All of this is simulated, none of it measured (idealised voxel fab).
process module | voxel air gaps
cross-section cut | 300 nm wide | cells 5 nm
A cross-section is a grid of square cells, given in bands from the top down. A band is one or more rows of cells.
Each band's line starts with the height of the band's top and of its bottom, in nm. Then come its materials from left to right, each with its width in nm. One material with "throughout" fills the band from edge to edge. "air" is empty space.
Height 0 is the level under which the wafer as received is all one material. The lowest band goes on downwards, as in "0 down".
A width such as "30 to 40" changes by the same amount from each row of cells to the next, from the band's top row to its bottom row.
"no change" after a step means that no cell of the cross-section changed.
closed voids: empty space of 8 cells or more with no open way to the top, each as width x height at its distance from the left edge, in nm
after a step's settings: what the simulator itself notes on the step
overlay nm, on a step with a mask: how far to the right of its planned place the mask lay; to the left if negative
plan
1 op RECEIVE | material Si
2 op CONFORMAL_DEP | material SiO2 | thk nm 15
3 op CONFORMAL_DEP | material SiN | thk nm 5
4 op DIRECTIONAL_DEP | material lowk | thk nm 30
5 op MASKED_ETCH | tone open | mask id LINES | width nm 25 | pitch nm 55 | etch materials lowk | depth nm 30 | overlay nm 0
6 op CONFORMAL_DEP | material TiN | thk nm 5
7 op FILL_DEP | material Ru | thk nm 5
8 op CMP | height nm 50
9 op EPI | material Ru | thk nm 10
10 op SELECTIVE_ETCH | etch materials lowk | depth nm 40
11 op CONFORMAL_DEP | material SiN | thk nm 5
first wafer, as planned
as received, after step 1
  0 down: Si throughout
  closed voids: none
after step 2
  15 to 0: SiO2 throughout
  below 0: unchanged
after step 3
  20 to 15: SiN throughout
  below 15: unchanged
after step 4
  50 to 20: lowk throughout
  below 20: unchanged
after step 5
  50 to 20: lowk 80 | air 25 | lowk 30 | air 25 | lowk 30 | air 25 | lowk 85
  below 20: unchanged
after step 6
  55 to 50: TiN 85 | air 15 | TiN 40 | air 15 | TiN 40 | air 15 | TiN 90
  50 to 25: lowk 80 | TiN 5 | air 15 | TiN 5 | lowk 30 | TiN 5 | air 15 | TiN 5 | lowk 30 | TiN 5 | air 15 | TiN 5 | lowk 85
  25 to 20: lowk 80 | TiN 25 | lowk 30 | TiN 25 | lowk 30 | TiN 25 | lowk 85
  below 20: unchanged
after step 7
  60 to 55: Ru throughout
  55 to 50: TiN 85 | Ru 15 | TiN 40 | Ru 15 | TiN 40 | Ru 15 | TiN 90
  50 to 25: lowk 80 | TiN 5 | Ru 15 | TiN 5 | lowk 30 | TiN 5 | Ru 15 | TiN 5 | lowk 30 | TiN 5 | Ru 15 | TiN 5 | lowk 85
  below 25: unchanged
after step 8
  50 to 25: lowk 80 | TiN 5 | Ru 15 | TiN 5 | lowk 30 | TiN 5 | Ru 15 | TiN 5 | lowk 30 | TiN 5 | Ru 15 | TiN 5 | lowk 85
  below 25: unchanged
after step 9
  60 to 50: air 70 | Ru 45 | air 10 | Ru 45 | air 10 | Ru 45 | air 75
  below 50: unchanged
after step 10
  60 to 50: air 70 | Ru 45 | air 10 | Ru 45 | air 10 | Ru 45 | air 75
  50 to 25: air 80 | TiN 5 | Ru 15 | TiN 5 | air 30 | TiN 5 | Ru 15 | TiN 5 | air 30 | TiN 5 | Ru 15 | TiN 5 | air 85
  25 to 20: air 80 | TiN 25 | air 30 | TiN 25 | air 30 | TiN 25 | air 85
  below 20: unchanged
after step 11
  65 to 60: air 65 | SiN 165 | air 70
  60 to 50: air 65 | SiN 5 | Ru 45 | SiN 10 | Ru 45 | SiN 10 | Ru 45 | SiN 5 | air 70
  50 to 45: air 65 | SiN 15 | TiN 5 | Ru 15 | TiN 5 | SiN 30 | TiN 5 | Ru 15 | TiN 5 | SiN 30 | TiN 5 | Ru 15 | TiN 5 | SiN 15 | air 70
  45 to 25: air 75 | SiN 5 | TiN 5 | Ru 15 | TiN 5 | SiN 5 | air 20 | SiN 5 | TiN 5 | Ru 15 | TiN 5 | SiN 5 | air 20 | SiN 5 | TiN 5 | Ru 15 | TiN 5 | SiN 5 | air 80
  25 to 20: SiN 80 | TiN 25 | SiN 30 | TiN 25 | SiN 30 | TiN 25 | SiN 85
  below 20: unchanged
  closed voids: 20 x 20 at 110; 20 x 20 at 165
second wafer: like start, like plan, one mistake. Through step 7 it matches the first wafer
when step 8 should have ended
  40 to 25: lowk 80 | TiN 5 | Ru 15 | TiN 5 | lowk 30 | TiN 5 | Ru 15 | TiN 5 | lowk 30 | TiN 5 | Ru 15 | TiN 5 | lowk 85
  below 25: unchanged
when step 9 should have ended
  50 to 40: air 70 | Ru 45 | air 10 | Ru 45 | air 10 | Ru 45 | air 75
  below 40: unchanged
when step 10 should have ended
  50 to 40: air 70 | Ru 45 | air 10 | Ru 45 | air 10 | Ru 45 | air 75
  40 to 25: air 80 | TiN 5 | Ru 15 | TiN 5 | air 30 | TiN 5 | Ru 15 | TiN 5 | air 30 | TiN 5 | Ru 15 | TiN 5 | air 85
  25 to 20: air 80 | TiN 25 | air 30 | TiN 25 | air 30 | TiN 25 | air 85
  below 20: unchanged
when step 11 should have ended
  55 to 50: air 65 | SiN 165 | air 70
  50 to 40: air 65 | SiN 5 | Ru 45 | SiN 10 | Ru 45 | SiN 10 | Ru 45 | SiN 5 | air 70
  40 to 35: air 65 | SiN 15 | TiN 5 | Ru 15 | TiN 5 | SiN 30 | TiN 5 | Ru 15 | TiN 5 | SiN 30 | TiN 5 | Ru 15 | TiN 5 | SiN 15 | air 70
  35 to 25: air 75 | SiN 5 | TiN 5 | Ru 15 | TiN 5 | SiN 5 | air 20 | SiN 5 | TiN 5 | Ru 15 | TiN 5 | SiN 5 | air 20 | SiN 5 | TiN 5 | Ru 15 | TiN 5 | SiN 5 | air 80
  25 to 20: SiN 80 | TiN 25 | SiN 30 | TiN 25 | SiN 30 | TiN 25 | SiN 85
  below 20: unchanged
  closed voids: 20 x 10 at 110; 20 x 10 at 165
what went wrong: step 8 ran as: op CMP | height nm 40
at the end the second wafer has, in cells: 18 fewer of Ru | 12 fewer of SiN | 12 fewer of TiN
